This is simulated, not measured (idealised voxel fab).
process module | voxel local oxidation
cross-section cut | 255 nm wide | cells 5 nm
A cross-section is a grid of square cells, given in bands from the top down. A band is one or more rows of cells.
Each band's line starts with the height of the band's top and of its bottom, in nm. Then come its materials from left to right, each with its width in nm. One material with "throughout" fills the band from edge to edge. "air" is empty space.
Height 0 is the level under which the wafer as received is all one material. The lowest band goes on downwards, as in "0 down".
A width such as "30 to 40" changes by the same amount from each row of cells to the next, from the band's top row to its bottom row.
"no change" after a step means that no cell of the cross-section changed.
closed voids: empty space of 8 cells or more with no open way to the top, each as width x height at its distance from the left edge, in nm
after a step's settings: what the simulator itself notes on the step
overlay nm, on a step with a mask: how far to the right of its planned place the mask lay; to the left if negative
plan
1 op RECEIVE | material Si
2 op CONFORMAL_DEP | material SiO2 | thk nm 5
3 op CONFORMAL_DEP | material SiN | thk nm 15
4 op PATTERN | tone cover | mask id ACTIVE | material resist | width nm 115 | thk nm 15 | overlay nm 0
5 op DIRECTIONAL_ETCH | etch materials SiN | depth nm 15
6 op STRIP | etch materials resist
7 op SELECTIVE_ETCH | etch materials SiO2 | depth nm 5
8 op OXIDIZE | depth nm 15
9 op STRIP | etch materials SiN
first wafer, as planned
as received, after step 1
  0 down: Si throughout
  closed voids: none
after step 2
  5 to 0: SiO2 throughout
  below 0: unchanged
after step 3
  20 to 5: SiN throughout
  below 5: unchanged
after step 4
  35 to 20: air 70 | resist 115 | air 70
  below 20: unchanged
after step 5
  35 to 20: air 70 | resist 115 | air 70
  20 to 5: air 70 | SiN 115 | air 70
  below 5: unchanged
after step 6
  20 to 5: air 70 | SiN 115 | air 70
  below 5: unchanged
after step 7
  20 to 5: air 70 | SiN 115 | air 70
  5 to 0: air 75 | SiO2 105 | air 75
  below 0: unchanged
after step 8
  20 to 5: air 70 | SiN 115 | air 70
  5 to 0: air 75 | SiO2 105 | air 75
  0 to -15: SiO2 90 | Si 75 | SiO2 90
  below -15: unchanged
after step 9
  5 to 0: air 75 | SiO2 105 | air 75
  below 0: unchanged
second wafer: like start, like plan, one mistake. Through step 3 it matches the first wafer
when step 4 should have ended
  35 to 20: air 65 | resist 125 | air 65
  below 20: unchanged
when step 5 should have ended
  35 to 20: air 65 | resist 125 | air 65
  20 to 5: air 65 | SiN 125 | air 65
  below 5: unchanged
when step 6 should have ended
  20 to 5: air 65 | SiN 125 | air 65
  below 5: unchanged
when step 7 should have ended
  20 to 5: air 65 | SiN 125 | air 65
  5 to 0: air 70 | SiO2 115 | air 70
  below 0: unchanged
when step 8 should have ended
  20 to 5: air 65 | SiN 125 | air 65
  5 to 0: air 70 | SiO2 115 | air 70
  0 to -15: SiO2 85 | Si 85 | SiO2 85
  below -15: unchanged
when step 9 should have ended
  5 to 0: air 70 | SiO2 115 | air 70
  below 0: unchanged
what went wrong: step 4 ran as: op PATTERN | tone cover | mask id ACTIVE | material resist | width nm 125 | thk nm 15 | overlay nm 0
at the end the second wafer has, in cells: 6 more of Si | 4 fewer of SiO2
